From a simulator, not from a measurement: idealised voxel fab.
process module | voxel ribs on slabs
cross-section cut | 295 nm wide | cells 5 nm
A cross-section is a grid of square cells, given in bands from the top down. A band is one or more rows of cells.
Each band's line starts with the height of the band's top and of its bottom, in nm. Then come its materials from left to right, each with its width in nm. One material with "throughout" fills the band from edge to edge. "air" is empty space.
Height 0 is the level under which the wafer as received is all one material. The lowest band goes on downwards, as in "0 down".
A width such as "30 to 40" changes by the same amount from each row of cells to the next, from the band's top row to its bottom row.
"no change" after a step means that no cell of the cross-section changed.
closed voids: empty space of 8 cells or more with no open way to the top, each as width x height at its distance from the left edge, in nm
after a step's settings: what the simulator itself notes on the step
overlay nm, on a step with a mask: how far to the right of its planned place the mask lay; to the left if negative
plan
1 op RECEIVE | material Si
2 op DIRECTIONAL_DEP | material SiO2 | thk nm 25
3 op DIRECTIONAL_DEP | material polySi | thk nm 15
4 op PATTERN | tone cover | mask id RIB | material resist | width nm 30 | thk nm 15 | overlay nm 0
5 op DIRECTIONAL_ETCH | etch materials polySi | depth nm 5
6 op STRIP | etch materials resist
7 op MASKED_ETCH | tone cover | mask id SLAB | width nm 60 | etch materials polySi | depth nm 10 | overlay nm 0
8 op FILL_DEP | material SiO2 | thk nm 20
9 op CMP | height nm 55
10 op DIRECTIONAL_DEP | material TiN | thk nm 5
11 op MASKED_ETCH | tone cover | mask id HEATER | width nm 40 | etch materials TiN | depth nm 5 | overlay nm 0
12 op CONFORMAL_DEP | material SiN | thk nm 5
as received, after step 1
  0 down: Si throughout
  closed voids: none
a wafer at the end: this start, this plan, one mistake
  65 to 60: air 120 | SiN 50 | air 125
  60 to 55: SiN 125 | TiN 40 | SiN 130
  55 to 25: polySi throughout
  25 to 0: SiO2 throughout
  0 down: Si throughout
  closed voids: none
what went wrong: step 8 ran as: op FILL_DEP | material polySi | thk nm 20
